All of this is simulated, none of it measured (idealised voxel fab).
process module | voxel double patterning
cross-section cut | 295 nm wide | cells 5 nm
A cross-section is a grid of square cells, given in bands from the top down. A band is one or more rows of cells.
Each band's line starts with the height of the band's top and of its bottom, in nm. Then come its materials from left to right, each with its width in nm. One material with "throughout" fills the band from edge to edge. "air" is empty space.
Height 0 is the level under which the wafer as received is all one material. The lowest band goes on downwards, as in "0 down".
A width such as "30 to 40" changes by the same amount from each row of cells to the next, from the band's top row to its bottom row.
"no change" after a step means that no cell of the cross-section changed.
closed voids: empty space of 8 cells or more with no open way to the top, each as width x height at its distance from the left edge, in nm
after a step's settings: what the simulator itself notes on the step
overlay nm, on a step with a mask: how far to the right of its planned place the mask lay; to the left if negative
plan
1 op RECEIVE | material Si
2 op CONFORMAL_DEP | material SiO2 | thk nm 5
3 op DIRECTIONAL_DEP | material W | thk nm 20
4 op DIRECTIONAL_DEP | material SiN | thk nm 10
5 op MASKED_ETCH | tone open | mask id FIRST | width nm 15 | pitch nm 50 | etch materials SiN | depth nm 10 | overlay nm 0
6 op DIRECTIONAL_DEP | material aC | thk nm 10
7 op PATTERN | tone open | mask id SECOND | material resist | width nm 15 | pitch nm 50 | thk nm 30 | overlay nm 0
8 op DIRECTIONAL_ETCH | etch materials aC | depth nm 10
9 op STRIP | etch materials resist
10 op DIRECTIONAL_ETCH | etch materials SiN | depth nm 10
11 op STRIP | etch materials aC
12 op DIRECTIONAL_ETCH | etch materials W | depth nm 20
13 op STRIP | etch materials SiN
varied across the wafers: width nm of step 7. The plan shows the first wafer's value. All wafers start alike
first wafer as received, after step 1
  0 down: Si throughout
  closed voids: none
first wafer at the end, after step 13
  25 to 5: W 90 | air 15 | W 10 | air 15 | W 10 | air 15 | W 10 | air 15 | W 10 | air 15 | W 90
  5 to 0: SiO2 throughout
  0 down: Si throughout
  closed voids: none
last wafer at the end
  25 to 5: W 90 | air 15 | W 5 | air 45 | W 5 | air 45 | W 90
  5 to 0: SiO2 throughout
  0 down: Si throughout
  closed voids: none
each wafer at the end: cells of each material gained (+) or lost (-) since it was received, then its closed voids
width nm 15 | +59 SiO2 | +176 W | closed voids: none
width nm 20 | +59 SiO2 | +168 W | closed voids: none
width nm 25 | +59 SiO2 | +160 W | closed voids: none
width nm 30 | +59 SiO2 | +152 W | closed voids: none
